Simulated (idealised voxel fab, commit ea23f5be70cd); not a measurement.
A process module follows: voxel gate over fins.
FYI the section here is cut, 205 nm wide, cells are 5 nm squares.
Each cross-section below is a grid of square cells, stated as bands in top-down order, with one or more rows of cells making up each band.
Within each band entry, the heights of the top and of the bottom of the band appear first, in that order and in nm; the materials of the band then follow from left to right, each with its corresponding width in nm. The designation "throughout" on a single material indicates that it fills the band from edge to edge; the designation "blank" indicates empty space.
For the purposes of this specification, 0 denotes the height below which the wafer in its as-received condition is composed wholly of one material, and the lowermost band, lacking a lower limit, extends downward without end, as expressed in "z 0 and below".
With a width like "30 to 40", each row of cells in the band differs from the next by the same amount, the top row carrying the first number and the bottom row the second.
Basically "no modifications" means that step didn't change any cell in the cross-section.
The entry "Closed cavity list" lists the empty spaces that cover at least 8 cells and have no open path to the top. Each is written as width x height at distance, where the distance is measured from the left edge and all three values are in nm.
after a step's settings: what the simulator itself notes on the step
"overlay nm" denotes, for a step that has a mask, the displacement of the mask to the right of its planned place, with negative values corresponding to the left.

-- Listed below are the process steps as planned
1,RECEIVE with material Si
2,CONFORMAL_DEP with material SiN, thk nm 5
3,MASKED_ETCH with tone cover, mask id FINS, width nm 15, pitch nm 40, etch materials SiN, depth nm 5, overlay nm 0
4,MASKED_ETCH with tone cover, mask id FINS, width nm 15, pitch nm 40, etch materials Si, depth nm 40, overlay nm 0
5,OXIDIZE with depth nm 5
6,FILL_DEP with material SiO2, thk nm 5
7,CMP with height nm 5
8,SELECTIVE_ETCH with etch materials SiO2, depth nm 15
9,STRIP with etch materials SiN
10,CONFORMAL_DEP with material HfO2, thk nm 5
11,CONFORMAL_DEP with material TiN, thk nm 5
12,FILL_DEP with material W, thk nm 15
13,CMP with height nm 20
14,CONFORMAL_DEP with material SiCN, thk nm 10

-- Incoming wafer, cross-sectional view, post step 1
- z 0 and below: Si throughout
- Closed cavity list: none

-- First of two wafers, end-of-module section, run followed plan
- z 30 to 20: SiCN throughout
- z 20 to 10: W throughout
- z 10 to 5: 70 W / 25 TiN / 15 W / 25 TiN / 70 W
- z 5 to 0: 70 W / 5 TiN / 15 HfO2 / 5 TiN / 15 W / 5 TiN / 15 HfO2 / 5 TiN / 70 W
- z 0 to -5: 75 TiN / 5 HfO2 / 5 Si / 5 HfO2 / 25 TiN / 5 HfO2 / 5 Si / 5 HfO2 / 75 TiN
- z -5 to -10: 80 HfO2 / 5 Si / 35 HfO2 / 5 Si / 80 HfO2
- z -10 to -45: 80 SiO2 / 5 Si / 35 SiO2 / 5 Si / 80 SiO2
- z -45 and below: Si throughout
- Closed cavity list: none

-- Cross-sectional image of the second wafer of the two following completion of the module. Starting state and process plan were the same as for the first wafer; one execution error occurred
- z 30 to 20: SiCN throughout
- z 20 to 10: W throughout
- z 10 to 5: 70 W / 30 TiN / 10 W / 30 TiN / 65 W
- z 5 to 0: 70 W / 5 TiN / 20 HfO2 / 5 TiN / 10 W / 5 TiN / 20 HfO2 / 5 TiN / 65 W
- z 0 to -5: 75 TiN / 5 HfO2 / 10 Si / 5 HfO2 / 20 TiN / 5 HfO2 / 10 Si / 5 HfO2 / 70 TiN
- z -5 to -10: 80 HfO2 / 10 Si / 30 HfO2 / 10 Si / 75 HfO2
- z -10 to -45: 80 SiO2 / 10 Si / 30 SiO2 / 10 Si / 75 SiO2
- z -45 and below: Si throughout
- Closed cavity list: none
Where did the run depart from the plan? step 3 ran differently from the plan; actual operation with settings: MASKED_ETCH with tone cover, mask id FINS, width nm 20, pitch nm 40, etch materials SiN, depth nm 5, overlay nm 0
Final cells, second wafer relative to first, materials higher or lower: 18 more of Si, 14 fewer of SiO2, 4 fewer of W
